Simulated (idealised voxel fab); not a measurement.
process module | voxel wiring stack
cross-section cut | 260 nm wide | cells 5 nm
A cross-section is a grid of square cells, given in bands from the top down. A band is one or more rows of cells.
Each band's line starts with the height of the band's top and of its bottom, in nm. Then come its materials from left to right, each with its width in nm. One material with "throughout" fills the band from edge to edge. "air" is empty space.
Height 0 is the level under which the wafer as received is all one material. The lowest band goes on downwards, as in "0 down".
A width such as "30 to 40" changes by the same amount from each row of cells to the next, from the band's top row to its bottom row.
"no change" after a step means that no cell of the cross-section changed.
closed voids: empty space of 8 cells or more with no open way to the top, each as width x height at its distance from the left edge, in nm
after a step's settings: what the simulator itself notes on the step
overlay nm, on a step with a mask: how far to the right of its planned place the mask lay; to the left if negative
plan
1 op RECEIVE | material Si
2 op CONFORMAL_DEP | material SiO2 | thk nm 15
3 op CONFORMAL_DEP | material SiCN | thk nm 5
4 op DIRECTIONAL_DEP | material lowk | thk nm 25
5 op PATTERN | tone open | mask id METAL_1 | material resist | width nm 25 | pitch nm 40 | thk nm 15 | overlay nm 0
6 op DIRECTIONAL_ETCH | etch materials lowk | depth nm 25
7 op DIRECTIONAL_ETCH | etch materials SiCN | depth nm 5
8 op STRIP | etch materials resist
9 op CONFORMAL_DEP | material TiN | thk nm 5
10 op FILL_DEP | material Cu | thk nm 10
11 op CMP | height nm 45
12 op CONFORMAL_DEP | material SiCN | thk nm 5
13 op DIRECTIONAL_DEP | material lowk | thk nm 35
14 op PATTERN | tone open | mask id METAL_2_HOLES | material resist | width nm 15 | pitch nm 40 | thk nm 15 | overlay nm 0
15 op DIRECTIONAL_ETCH | etch materials lowk | depth nm 35
16 op STRIP | etch materials resist
17 op MASKED_ETCH | tone open | mask id METAL_2 | width nm 25 | pitch nm 40 | etch materials lowk | depth nm 20 | overlay nm 0
18 op MASKED_ETCH | tone open | mask id METAL_2 | width nm 25 | pitch nm 40 | etch materials SiCN | depth nm 5 | overlay nm 0
19 op CONFORMAL_DEP | material TiN | thk nm 5
20 op FILL_DEP | material Ru | thk nm 5
21 op CMP | height nm 85
22 op CONFORMAL_DEP | material SiCN | thk nm 5
23 op DIRECTIONAL_DEP | material lowk | thk nm 35
24 op DIRECTIONAL_DEP | material aC | thk nm 10
25 op PATTERN | tone open | mask id METAL_3 | material resist | width nm 25 | pitch nm 40 | thk nm 30 | overlay nm 0
26 op DIRECTIONAL_ETCH | etch materials aC | depth nm 10
27 op STRIP | etch materials resist
28 op DIRECTIONAL_ETCH | etch materials lowk | depth nm 20
29 op STRIP | etch materials aC
30 op DIRECTIONAL_DEP | material aC | thk nm 10
31 op PATTERN | tone open | mask id METAL_3_HOLES | material resist | width nm 15 | pitch nm 80 | thk nm 30 | overlay nm 0
32 op DIRECTIONAL_ETCH | etch materials aC | depth nm 10
33 op STRIP | etch materials resist
34 op DIRECTIONAL_ETCH | etch materials lowk | depth nm 15
35 op DIRECTIONAL_ETCH | etch materials SiCN | depth nm 5
36 op STRIP | etch materials aC
37 op CONFORMAL_DEP | material TiN | thk nm 5
38 op FILL_DEP | material Cu | thk nm 10
39 op CMP | height nm 125
40 op CONFORMAL_DEP | material SiCN | thk nm 5
41 op DIRECTIONAL_DEP | material lowk | thk nm 35
42 op PATTERN | tone open | mask id METAL_4_HOLES | material resist | width nm 15 | pitch nm 40 | thk nm 20 | overlay nm 0
43 op DIRECTIONAL_ETCH | etch materials lowk | depth nm 35
44 op STRIP | etch materials resist
45 op DIRECTIONAL_DEP | material aC | thk nm 10
46 op PATTERN | tone open | mask id METAL_4 | material resist | width nm 25 | pitch nm 40 | thk nm 30 | overlay nm 0
47 op DIRECTIONAL_ETCH | etch materials aC | depth nm 10
48 op STRIP | etch materials resist
49 op DIRECTIONAL_ETCH | etch materials lowk | depth nm 20
50 op DIRECTIONAL_ETCH | etch materials SiCN | depth nm 5
51 op STRIP | etch materials aC
52 op CONFORMAL_DEP | material TiN | thk nm 5
53 op FILL_DEP | material Cu | thk nm 10
54 op CMP | height nm 165
55 op CONFORMAL_DEP | material SiCN | thk nm 5
as received, after step 1
  0 down: Si throughout
  closed voids: none
first wafer at the end, as planned
  170 to 165: SiCN throughout
  165 to 150: lowk 75 | TiN 5 | Cu 15 | TiN 5 | lowk 15 | TiN 5 | Cu 15 | TiN 5 | lowk 15 | TiN 5 | Cu 15 | TiN 5 | lowk 80
  150 to 145: lowk 75 | TiN 5 | Cu 5 | TiN 15 | lowk 15 | TiN 5 | Cu 5 | TiN 15 | lowk 15 | TiN 5 | Cu 5 | TiN 15 | lowk 80
  145 to 130: lowk 75 | TiN 5 | Cu 5 | TiN 5 | lowk 25 | TiN 5 | Cu 5 | TiN 5 | lowk 25 | TiN 5 | Cu 5 | TiN 5 | lowk 90
  130 to 125: SiCN 75 | TiN 15 | SiCN 25 | TiN 15 | SiCN 25 | TiN 15 | SiCN 90
  125 to 110: lowk 75 | TiN 5 | Cu 15 | TiN 5 | lowk 15 | TiN 5 | Cu 15 | TiN 5 | lowk 15 | TiN 5 | Cu 15 | TiN 5 | lowk 80
  110 to 105: lowk 75 | TiN 5 | Cu 5 | TiN 15 | lowk 15 | TiN 25 | lowk 15 | TiN 5 | Cu 5 | TiN 15 | lowk 80
  105 to 90: lowk 75 | TiN 5 | Cu 5 | TiN 5 | lowk 65 | TiN 5 | Cu 5 | TiN 5 | lowk 90
  90 to 85: SiCN 75 | TiN 15 | SiCN 65 | TiN 15 | SiCN 90
  85 to 70: lowk 75 | TiN 5 | Ru 15 | TiN 5 | lowk 15 | TiN 5 | Ru 15 | TiN 5 | lowk 15 | TiN 5 | Ru 15 | TiN 5 | lowk 80
  70 to 65: lowk 75 | TiN 5 | Ru 5 | TiN 15 | lowk 15 | TiN 5 | Ru 5 | TiN 15 | lowk 15 | TiN 5 | Ru 5 | TiN 15 | lowk 80
  65 to 50: lowk 75 | TiN 5 | Ru 5 | TiN 5 | lowk 25 | TiN 5 | Ru 5 | TiN 5 | lowk 25 | TiN 5 | Ru 5 | TiN 5 | lowk 90
  50 to 45: SiCN 75 | TiN 15 | SiCN 25 | TiN 15 | SiCN 25 | TiN 15 | SiCN 90
  45 to 20: lowk 75 | TiN 5 | Cu 15 | TiN 5 | lowk 15 | TiN 5 | Cu 15 | TiN 5 | lowk 15 | TiN 5 | Cu 15 | TiN 5 | lowk 80
  20 to 15: SiCN 75 | TiN 25 | SiCN 15 | TiN 25 | SiCN 15 | TiN 25 | SiCN 80
  15 to 0: SiO2 throughout
  0 down: Si throughout
  closed voids: none
second wafer at the end: like start, like plan, one mistake
  170 to 165: SiCN throughout
  165 to 150: lowk 75 | TiN 5 | Cu 15 | TiN 5 | lowk 15 | TiN 5 | Cu 15 | TiN 5 | lowk 15 | TiN 5 | Cu 15 | TiN 5 | lowk 80
  150 to 145: lowk 75 | TiN 5 | Cu 5 | TiN 15 | lowk 15 | TiN 5 | Cu 5 | TiN 15 | lowk 15 | TiN 5 | Cu 5 | TiN 15 | lowk 80
  145 to 130: lowk 75 | TiN 5 | Cu 5 | TiN 5 | lowk 25 | TiN 5 | Cu 5 | TiN 5 | lowk 25 | TiN 5 | Cu 5 | TiN 5 | lowk 90
  130 to 125: SiCN 75 | TiN 15 | SiCN 25 | TiN 15 | SiCN 25 | TiN 15 | SiCN 90
  125 to 110: lowk 75 | TiN 5 | Cu 15 | TiN 5 | lowk 15 | TiN 5 | Cu 15 | TiN 5 | lowk 15 | TiN 5 | Cu 15 | TiN 5 | lowk 80
  110 to 105: lowk 75 | TiN 5 | Cu 5 | TiN 15 | lowk 15 | TiN 25 | lowk 15 | TiN 5 | Cu 5 | TiN 15 | lowk 80
  105 to 90: lowk 75 | TiN 5 | Cu 5 | TiN 5 | lowk 65 | TiN 5 | Cu 5 | TiN 5 | lowk 90
  90 to 85: SiCN 75 | TiN 15 | SiCN 65 | TiN 15 | SiCN 90
  85 to 70: Ru 85 | TiN 5 | lowk 10 | TiN 5 | Ru 20 | TiN 5 | lowk 10 | TiN 5 | Ru 20 | TiN 5 | lowk 10 | TiN 5 | Ru 75
  70 to 65: TiN 80 | Ru 5 | TiN 5 | lowk 10 | TiN 20 | Ru 5 | TiN 5 | lowk 10 | TiN 20 | Ru 5 | TiN 5 | lowk 10 | TiN 80
  65 to 50: lowk 75 | TiN 5 | Ru 5 | TiN 5 | lowk 25 | TiN 5 | Ru 5 | TiN 5 | lowk 25 | TiN 5 | Ru 5 | TiN 5 | lowk 90
  50 to 45: SiCN 75 | TiN 15 | SiCN 25 | TiN 15 | SiCN 25 | TiN 15 | SiCN 90
  45 to 20: lowk 75 | TiN 5 | Cu 15 | TiN 5 | lowk 15 | TiN 5 | Cu 15 | TiN 5 | lowk 15 | TiN 5 | Cu 15 | TiN 5 | lowk 80
  20 to 15: SiCN 75 | TiN 25 | SiCN 15 | TiN 25 | SiCN 15 | TiN 25 | SiCN 80
  15 to 0: SiO2 throughout
  0 down: Si throughout
  closed voids: none
what went wrong: step 17 ran as: op MASKED_ETCH | tone cover | mask id METAL_2 | width nm 25 | pitch nm 40 | etch materials lowk | depth nm 20 | overlay nm 0
at the end the second wafer has, in cells: 93 more of Ru | 31 more of TiN | 124 fewer of lowk
